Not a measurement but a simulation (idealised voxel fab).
Name of the process module below: voxel capacitor over wiring
Section cut is 215 nm wide and gridded with 5 nm square cells.
If you're reading a cross-section in this doc, picture square cells in a grid; it comes to you as bands, top ones listed first down to the bottom, and a band can be one or more rows of cells. Band entry format. Leading values: height of top, height of bottom, nm. Remainder: materials in left-to-right order, each with its width in nm. Special words: "full width" on a single material, which then fills the band edge to edge; "blank", empty space. Height is counted from the level 0, under which the received wafer is composed throughout of one material. The lowest of the bands is not closed at the bottom but continues downward, in the notation "0 -> down". The expression "30->40" gives the width at the extremes of the band, the first number at its top row of cells and the second at its bottom row, with the width changing by equal amounts from each row to the next in between. It should be understood that the words "no alteration", when stated for a given step, signify that the cross-section underwent no change in any of its cells during that step. This entry, "Fully closed voids", enumerates those empty regions of no fewer than 8 cells that possess no open connection to the top. Each region is reported in the form width x height at distance, the distance being taken from the left edge, with all three quantities expressed in nm. Whatever follows a step's settings on its line is a remark the simulator itself makes about that step. overlay nm: on a step with a mask, how far right of its planned place the mask lay; negative means left.
# Process steps (planned)
step 1: RECEIVE [material Si]
step 2: CONFORMAL_DEP [material SiO2] [thk nm 10]
step 3: CONFORMAL_DEP [material SiN] [thk nm 5]
step 4: DIRECTIONAL_DEP [material lowk] [thk nm 15]
step 5: MASKED_ETCH [tone open] [mask id METAL_1] [width nm 30] [pitch nm 100] [etch materials lowk] [depth nm 15] [overlay nm 0]
step 6: MASKED_ETCH [tone open] [mask id METAL_1] [width nm 30] [pitch nm 100] [etch materials SiN] [depth nm 5] [overlay nm 0]
step 7: CONFORMAL_DEP [material TiN] [thk nm 5]
step 8: FILL_DEP [material Cu] [thk nm 10]
step 9: CMP [height nm 30]
step 10: CONFORMAL_DEP [material SiCN] [thk nm 5]
step 11: DIRECTIONAL_DEP [material SiO2] [thk nm 15]
step 12: DIRECTIONAL_DEP [material aC] [thk nm 15]
step 13: PATTERN [tone open] [mask id PLUG_1] [material resist] [width nm 15] [thk nm 30] [overlay nm 0]
step 14: DIRECTIONAL_ETCH [etch materials aC] [depth nm 15]
step 15: STRIP [etch materials resist]
step 16: DIRECTIONAL_ETCH [etch materials SiO2] [depth nm 15]
step 17: DIRECTIONAL_ETCH [etch materials SiCN] [depth nm 5]
step 18: STRIP [etch materials aC]
step 19: CONFORMAL_DEP [material TiN] [thk nm 5]
step 20: FILL_DEP [material Cu] [thk nm 5]
step 21: CMP [height nm 50]
step 22: DIRECTIONAL_DEP [material TiN] [thk nm 10]
step 23: DIRECTIONAL_DEP [material HfO2] [thk nm 5]
step 24: DIRECTIONAL_DEP [material TiN] [thk nm 5]
step 25: DIRECTIONAL_DEP [material aC] [thk nm 10]
step 26: PATTERN [tone cover] [mask id UPPER_PLATE] [material resist] [width nm 75] [thk nm 30] [overlay nm 0]
step 27: DIRECTIONAL_ETCH [etch materials aC] [depth nm 10]
step 28: STRIP [etch materials resist]
step 29: DIRECTIONAL_ETCH [etch materials TiN] [depth nm 5]
step 30: DIRECTIONAL_ETCH [etch materials HfO2] [depth nm 5]
step 31: STRIP [etch materials aC]
step 32: DIRECTIONAL_DEP [material aC] [thk nm 10]
step 33: PATTERN [tone cover] [mask id LOWER_PLATE] [material resist] [width nm 85] [thk nm 25] [overlay nm 0]
step 34: DIRECTIONAL_ETCH [etch materials aC] [depth nm 10]
step 35: STRIP [etch materials resist]
step 36: DIRECTIONAL_ETCH [etch materials TiN] [depth nm 10]
step 37: STRIP [etch materials aC]
step 38: FILL_DEP [material SiO2] [thk nm 15]
step 39: CMP [height nm 80]
step 40: PATTERN [tone open] [mask id PLUG_2] [material resist] [width nm 15] [thk nm 15] [overlay nm 0]
step 41: DIRECTIONAL_ETCH [etch materials SiO2] [depth nm 10]
step 42: STRIP [etch materials resist]
step 43: CONFORMAL_DEP [material TiN] [thk nm 5]
step 44: FILL_DEP [material W] [thk nm 10]
step 45: CMP [height nm 80]
step 46: CONFORMAL_DEP [material SiCN] [thk nm 5]
# Cross-sectional view of the wafer in its as-received condition, corresponding to the state after step 1
0 -> down  Si full width
Fully closed voids: none
# Starting wafer: above. Plan: above. Run: one mistake. Cross-section after the module: below
85 -> 80  SiCN full width
80 -> 75  SiO2 65, then TiN 5, then W 5, then TiN 5, then SiO2 135
75 -> 65  SiO2 65->55, then TiN 15->75, then SiO2 135->85
65 -> 60  SiO2 55, then HfO2 75, then SiO2 85
60 -> 50  SiO2 50, then TiN 85, then SiO2 80
50 -> 35  SiO2 55, then TiN 5, then Cu 5, then TiN 5, then SiO2 145
35 -> 30  SiCN 55, then TiN 15, then SiCN 145
30 -> 20  lowk 40, then TiN 5, then Cu 20, then TiN 5, then lowk 70, then TiN 5, then Cu 20, then TiN 5, then lowk 45
20 -> 15  lowk 40, then TiN 5, then Cu 15, then TiN 10, then lowk 70, then TiN 5, then Cu 15, then TiN 10, then lowk 45
15 -> 10  SiN 40, then TiN 25, then SiN 75, then TiN 25, then SiN 50
10 -> 0  SiO2 full width
0 -> down  Si full width
Fully closed voids: none
Run error: step 6 was processed under conditions differing from the plan, specifically as MASKED_ETCH [tone open] [mask id METAL_1] [width nm 30] [pitch nm 100] [etch materials SiN] [depth nm 5] [overlay nm -5]
